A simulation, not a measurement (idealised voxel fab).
The process module presented herein is designated voxel self aligned vias.
Cross-section cut: width 260 nm, square cells of 5 nm.
Notation: cross-section as square-cell grid; stated in bands, top first, going down; one or more cell rows per band. Band: top and bottom heights (nm) first, top before bottom; then materials from left to right, widths in nm. "all across" marks a sole material filling the band edge to edge. "air" denotes empty space. Beneath 0, the wafer as received is one material, and that level is where height counting begins. The lowest band goes on downward without a bottom; it is written like "0 and below". Think of "30->40" as a width that walks from the first number to the second as you go down the band, top row to bottom row, taking equal-sized steps from row to row. Take "all unchanged" at face value: in the step it is given for, the cross-section changed in none of its cells. This entry, "Enclosed internal voids", enumerates those empty regions of no fewer than 8 cells that possess no open connection to the top. Each region is reported in the form width x height at distance, the distance being taken from the left edge, with all three quantities expressed in nm. Anything after a step's settings on that line? It's the simulator's own note about the step. overlay nm: right-of-plan distance of the mask on a masked step; negative values mean left-of-plan.
## These are the steps we planned for the process
| 1 | RECEIVE: material Si |
| 2 | CONFORMAL_DEP: material SiO2, thk nm 10 |
| 3 | CONFORMAL_DEP: material SiCN, thk nm 5 |
| 4 | DIRECTIONAL_DEP: material lowk, thk nm 30 |
| 5 | PATTERN: tone open, mask id LINES, material resist, width nm 20, pitch nm 50, thk nm 20, overlay nm 0 |
| 6 | DIRECTIONAL_ETCH: etch materials lowk, depth nm 30 |
| 7 | STRIP: etch materials resist |
| 8 | CONFORMAL_DEP: material TiN, thk nm 5 |
| 9 | FILL_DEP: material W, thk nm 10 |
| 10 | CMP: height nm 45 |
| 11 | SELECTIVE_ETCH: etch materials W Ru TiN, depth nm 5 |
| 12 | FILL_DEP: material SiN, thk nm 10 |
| 13 | CMP: height nm 45 |
| 14 | DIRECTIONAL_DEP: material lowk, thk nm 20 |
| 15 | MASKED_ETCH: tone open, mask id VIAS, width nm 30, etch materials lowk, depth nm 20, overlay nm 0 |
| 16 | MASKED_ETCH: tone open, mask id VIAS, width nm 30, etch materials SiN, depth nm 5, overlay nm 0 |
| 17 | CONFORMAL_DEP: material TiN, thk nm 5 |
| 18 | FILL_DEP: material Cu, thk nm 5 |
| 19 | CMP: height nm 65 |
| 20 | CONFORMAL_DEP: material SiCN, thk nm 5 |
## Wafer at receipt (post step 1), cross-section
	0 and below  Si all across
	Enclosed internal voids: none
## Post-module cross-section of the first of two wafers (run per plan)
	70 down to 65  SiCN all across
	65 down to 50  lowk (90)  TiN (5)  Cu (20)  TiN (5)  lowk (140)
	50 down to 45  lowk (90)  TiN (10)  Cu (10)  TiN (10)  lowk (140)
	45 down to 40  lowk (95)  TiN (20)  lowk (30)  SiN (20)  lowk (95)
	40 down to 20  lowk (95)  TiN (5)  W (10)  TiN (5)  lowk (30)  TiN (5)  W (10)  TiN (5)  lowk (95)
	20 down to 15  lowk (95)  TiN (20)  lowk (30)  TiN (20)  lowk (95)
	15 down to 10  SiCN all across
	10 down to 0  SiO2 all across
	0 and below  Si all across
	Enclosed internal voids: none
## Second wafer cross-section at end of module - shared start and plan with the first, one mistake in the run
	70 down to 65  SiCN all across
	65 down to 45  lowk (90)  TiN (5)  Cu (20)  TiN (5)  lowk (140)
	45 down to 40  lowk (90)  TiN (30)  lowk (25)  SiN (20)  lowk (95)
	40 down to 25  lowk (90)  TiN (10)  W (10)  TiN (10)  lowk (25)  TiN (5)  W (10)  TiN (5)  lowk (95)
	25 down to 20  lowk (95)  TiN (5)  W (10)  TiN (5)  lowk (30)  TiN (5)  W (10)  TiN (5)  lowk (95)
	20 down to 15  lowk (95)  TiN (20)  lowk (30)  TiN (20)  lowk (95)
	15 down to 10  SiCN all across
	10 down to 0  SiO2 all across
	0 and below  Si all across
	Enclosed internal voids: none
So what did we get wrong on this run? the plan's step 15 ran twice
FYI, end of process, the second wafer has more or fewer cells of some materials than the first: Cu +2; TiN +6; lowk -8
